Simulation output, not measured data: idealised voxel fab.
Process module heading - voxel local oxidation
Pictured: cross-section cut, 210 nm wide, on a grid of 5 nm square cells.
In this document a cross-section is written as a grid of square cells. It is given as a series of bands, listed from the top down, and a band is one or more rows of cells. It is stipulated that each band's entry specify, in nanometres, the height of the top of the band and then that of its bottom, followed by the materials of the band in left-to-right sequence, each together with its width in nanometres. A single material marked by the word "everywhere" is understood to fill the band from edge to edge; the word "empty" is understood to denote empty space. The reference from which all heights are counted is 0, the level beneath which the as-received wafer is entirely one material; the lowest band, having no lower bound, proceeds downward and is written after the example "top 0, no bottom". When a width is written as two numbers, as in "30->40", the first number is the width in the top row of cells of the band and the second is the width in its bottom row, and the width changes by the same amount from each row to the next. The cross-section has no changed cell in any step marked "left unchanged". Heads up: "Enclosed void list" only lists the empty pockets with no open path to the top that are 8 cells or more, and it writes them as width x height at distance, distance from the left edge, in nm. Formally, on a step line, whatever follows the settings is a remark that the simulator itself makes on the step. The optional step-line setting "overlay nm" applies to steps with a mask and quantifies how far to the right of its planned location the mask lay, a negative value indicating leftward placement.
THIS SECTION LISTS THE PROCESS STEPS THAT WERE PLANNED
1. RECEIVE (material Si)
2. CONFORMAL_DEP (material SiO2; thk nm 5)
3. CONFORMAL_DEP (material SiN; thk nm 10)
4. DIRECTIONAL_DEP (material aC; thk nm 10)
5. PATTERN (tone cover; mask id ACTIVE; material resist; width nm 125; thk nm 25; overlay nm 0)
6. DIRECTIONAL_ETCH (etch materials aC; depth nm 10)
7. STRIP (etch materials resist)
8. DIRECTIONAL_ETCH (etch materials SiN; depth nm 10)
9. STRIP (etch materials aC)
10. SELECTIVE_ETCH (etch materials SiO2; depth nm 5)
11. OXIDIZE (depth nm 15)
12. STRIP (etch materials SiN)
AS-RECEIVED STATE OF THE WAFER IN CROSS-SECTION, EQUIVALENT TO POST-STEP 1
top 0, no bottom  Si everywhere
Enclosed void list: none
THE FIRST OF TWO WAFERS, CROSS-SECTIONED AT THE END OF THE MODULE, WITH THE RUN PROCEEDING AS PLANNED
top 5, bottom 0  empty 45 nm, SiO2 115 nm, empty 50 nm
top 0, bottom -15  SiO2 60 nm, Si 85 nm, SiO2 65 nm
top -15, no bottom  Si everywhere
Enclosed void list: none
CROSS-SECTION, WAFER TWO OF TWO, END OF MODULE: SAME START AND PLAN AS WAFER ONE, ONE ERROR IN EXECUTION
top 5, bottom 0  empty 50 nm, SiO2 115 nm, empty 45 nm
top 0, bottom -15  SiO2 65 nm, Si 85 nm, SiO2 60 nm
top -15, no bottom  Si everywhere
Enclosed void list: none
Deviation noted in wafer processing: heads up, step 5 didn't go per plan, it actually ran as PATTERN (tone cover; mask id ACTIVE; material resist; width nm 125; thk nm 25; overlay nm 5)
End check, second vs first wafer: material counts in cells match, positions do not.
